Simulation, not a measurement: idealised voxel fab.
process module | voxel double patterning
The width of the displayed cross-section, cut, is 160 nm; its cells are square, with a size of 5 nm.
Notation: cross-section as square-cell grid; stated in bands, top first, going down; one or more cell rows per band.
The band entry comprises the height of the band's top followed by the height of its bottom, expressed in nm, and subsequently the band's materials from left to right, each stated together with its width in nm. Where a single material is marked with the word "full width", that material fills the band from edge to edge. The word "air" represents empty space.
Where do heights start? At 0: under that level the wafer as delivered is made of one material only. And the lowest band has no floor; it just carries on downward, as in "0 -> down".
When a width is written as two numbers, as in "30->40", the first number is the width in the top row of cells of the band and the second is the width in its bottom row, and the width changes by the same amount from each row to the next.
"identical to before" for a step: no cell of the cross-section changed in that step.
This entry, "Voids, sealed", enumerates those empty regions of no fewer than 8 cells that possess no open connection to the top. Each region is reported in the form width x height at distance, the distance being taken from the left edge, with all three quantities expressed in nm.
Step line, after settings: the simulator's comment on this step.
A step's line can hold "overlay nm"; with a mask on that step, the setting says how far right of the planned place the mask lay, while a negative setting says it lay to the left.

PROCESS STEPS - PLAN
1 op RECEIVE | material Si
2 op CONFORMAL_DEP | material SiO2 | thk nm 5
3 op DIRECTIONAL_DEP | material TiN | thk nm 10
4 op DIRECTIONAL_DEP | material SiCN | thk nm 5
5 op PATTERN | tone open | mask id FIRST | material resist | width nm 15 | pitch nm 50 | thk nm 20 | overlay nm 0
6 op DIRECTIONAL_ETCH | etch materials SiCN | depth nm 5
7 op STRIP | etch materials resist
8 op PATTERN | tone open | mask id SECOND | material resist | width nm 15 | thk nm 20 | overlay nm 0
9 op DIRECTIONAL_ETCH | etch materials SiCN | depth nm 5
10 op STRIP | etch materials resist
11 op DIRECTIONAL_ETCH | etch materials TiN | depth nm 10
12 op STRIP | etch materials SiCN

AS RECEIVED (POST STEP 1): CROSS-SECTION
- 0 -> down  Si full width
- Voids, sealed: none

MODULE COMPLETE - CROSS-SECTION OF THE FIRST OF TWO WAFERS, RUN ACCORDING TO PLAN
- 15 -> 5  TiN=45, air=15, TiN=10, air=15, TiN=10, air=15, TiN=50
- 5 -> 0  SiO2 full width
- 0 -> down  Si full width
- Voids, sealed: none

HERE IS THE SECOND OF THE TWO WAFERS CUT OPEN AT THE END OF THE MODULE - SAME START, SAME PLAN AS THE FIRST ONE, BUT WE MADE ONE MISTAKE RUNNING IT
- 15 -> 0  SiO2 full width
- 0 -> down  Si full width
- Voids, sealed: none
Plan not followed: for step 3, the planned setting was not used; the step was instead run as op DIRECTIONAL_DEP | material SiO2 | thk nm 10
End check, counted in cells, second wafer has more or fewer of these materials than the first: 64 more of SiO2 | 46 fewer of TiN
